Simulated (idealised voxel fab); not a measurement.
voxel released beams: a process module
Square cell edge 5 nm, section width 185 nm, ID cut.
A cross-section is a grid of square cells, given in bands from the top down. A band is one or more rows of cells. Band: top height; bottom height; in nm. Then, left to right: material with width in nm, for each material. "everywhere": a single material spanning edge to edge. "air": empty space. For the purposes of this specification, 0 denotes the height below which the wafer in its as-received condition is composed wholly of one material, and the lowermost band, lacking a lower limit, extends downward without end, as expressed in "from 0 down". Note: "30->40" means the width goes from the first number (top row of the band) to the second number (bottom row) in equal steps per row of cells. Step note "left unchanged" = no cross-section cell changed. Any empty space of 8 cells or more lacking an open way to the top shows up in "Closed-off voids" as width x height at distance, distance from the left edge, in nm. Step line, after settings: the simulator's comment on this step. The optional step-line setting "overlay nm" applies to steps with a mask and quantifies how far to the right of its planned location the mask lay, a negative value indicating leftward placement.

Listed below are the process steps as planned
1) RECEIVE: material Si
2) CONFORMAL_DEP: material Al2O3, thk nm 5
3) DIRECTIONAL_DEP: material SiO2, thk nm 10
4) DIRECTIONAL_DEP: material aC, thk nm 10
5) PATTERN: tone open, mask id ANCHOR, material resist, width nm 35, thk nm 30, overlay nm 0
6) DIRECTIONAL_ETCH: etch materials aC, depth nm 10
7) STRIP: etch materials resist
8) DIRECTIONAL_ETCH: etch materials SiO2, depth nm 10
9) STRIP: etch materials aC
10) CONFORMAL_DEP: material polySi, thk nm 10
11) MASKED_ETCH: tone cover, mask id BEAM, width nm 95, etch materials polySi, depth nm 10, overlay nm 0
12) STRIP: etch materials SiO2

Run as planned: first of two wafers

Cross-section, incoming material, after step 1
- from 0 down | Si everywhere
- Closed-off voids: none

Cross-sectional representation of the wafer at the conclusion of step 2
- from 5 to 0 | Al2O3 everywhere
- Anything lower than 0 is untouched.

Cross-sectional representation of the wafer at the conclusion of step 3
- from 15 to 5 | SiO2 everywhere
- Anything lower than 5 is untouched.

Cross-sectional representation of the wafer at the conclusion of step 4
- from 25 to 15 | aC everywhere
- Anything lower than 15 is untouched.

Cross-sectional representation of the wafer at the conclusion of step 5
- from 55 to 25 | resist 45 nm; air 35 nm; resist 105 nm
- Anything lower than 25 is untouched.

Cross-sectional representation of the wafer at the conclusion of step 6
- from 45 to 25 | resist 45 nm; air 35 nm; resist 105 nm
- from 25 to 15 | aC 45 nm; air 35 nm; aC 105 nm
- Anything lower than 15 is untouched.

Cross-sectional representation of the wafer at the conclusion of step 7
- from 25 to 15 | aC 45 nm; air 35 nm; aC 105 nm
- Anything lower than 15 is untouched.

Cross-sectional representation of the wafer at the conclusion of step 8
- from 25 to 15 | aC 45 nm; air 35 nm; aC 105 nm
- from 15 to 5 | SiO2 45 nm; air 35 nm; SiO2 105 nm
- Anything lower than 5 is untouched.

Cross-sectional representation of the wafer at the conclusion of step 9
- from 15 to 5 | SiO2 45 nm; air 35 nm; SiO2 105 nm
- Anything lower than 5 is untouched.

Cross-sectional representation of the wafer at the conclusion of step 10
- from 25 to 15 | polySi 55 nm; air 15 nm; polySi 115 nm
- from 15 to 5 | SiO2 45 nm; polySi 35 nm; SiO2 105 nm
- Anything lower than 5 is untouched.

Cross-sectional representation of the wafer at the conclusion of step 11
- from 25 to 15 | air 40 nm; polySi 15 nm; air 15 nm; polySi 65 nm; air 50 nm
- Anything lower than 15 is untouched.

Cross-sectional representation of the wafer at the conclusion of step 12
- from 25 to 15 | air 40 nm; polySi 15 nm; air 15 nm; polySi 65 nm; air 50 nm
- from 15 to 5 | air 45 nm; polySi 35 nm; air 105 nm
- Anything lower than 5 is untouched.

Second wafer. Start and plan as for the first. One mistake made in running. Agrees with the first up to and including step 4

When step 5 should have ended
- from 55 to 25 | air 45 nm; resist 35 nm; air 105 nm
- Anything lower than 25 is untouched.

When step 6 should have ended
- from 45 to 25 | air 45 nm; resist 35 nm; air 105 nm
- from 25 to 15 | air 45 nm; aC 35 nm; air 105 nm
- Anything lower than 15 is untouched.

When step 7 should have ended
- from 25 to 15 | air 45 nm; aC 35 nm; air 105 nm
- Anything lower than 15 is untouched.

When step 8 should have ended
- from 25 to 15 | air 45 nm; aC 35 nm; air 105 nm
- from 15 to 5 | air 45 nm; SiO2 35 nm; air 105 nm
- Anything lower than 5 is untouched.

When step 9 should have ended
- from 15 to 5 | air 45 nm; SiO2 35 nm; air 105 nm
- Anything lower than 5 is untouched.

When step 10 should have ended
- from 25 to 15 | air 35 nm; polySi 55 nm; air 95 nm
- from 15 to 5 | polySi 45 nm; SiO2 35 nm; polySi 105 nm
- Anything lower than 5 is untouched.

When step 11 should have ended
- from 25 to 15 | air 40 nm; polySi 50 nm; air 95 nm
- from 15 to 5 | air 35 nm; polySi 10 nm; SiO2 35 nm; polySi 55 nm; air 50 nm
- Anything lower than 5 is untouched.

when step 12 should have ended: left unchanged
Diagnosis: step 5 ran differently from the plan; actual operation with settings: PATTERN: tone cover, mask id ANCHOR, material resist, width nm 35, thk nm 30, overlay nm 0
Looking at both finished wafers in cells, the second ends up ahead of or behind the first on some materials: 14 more of SiO2
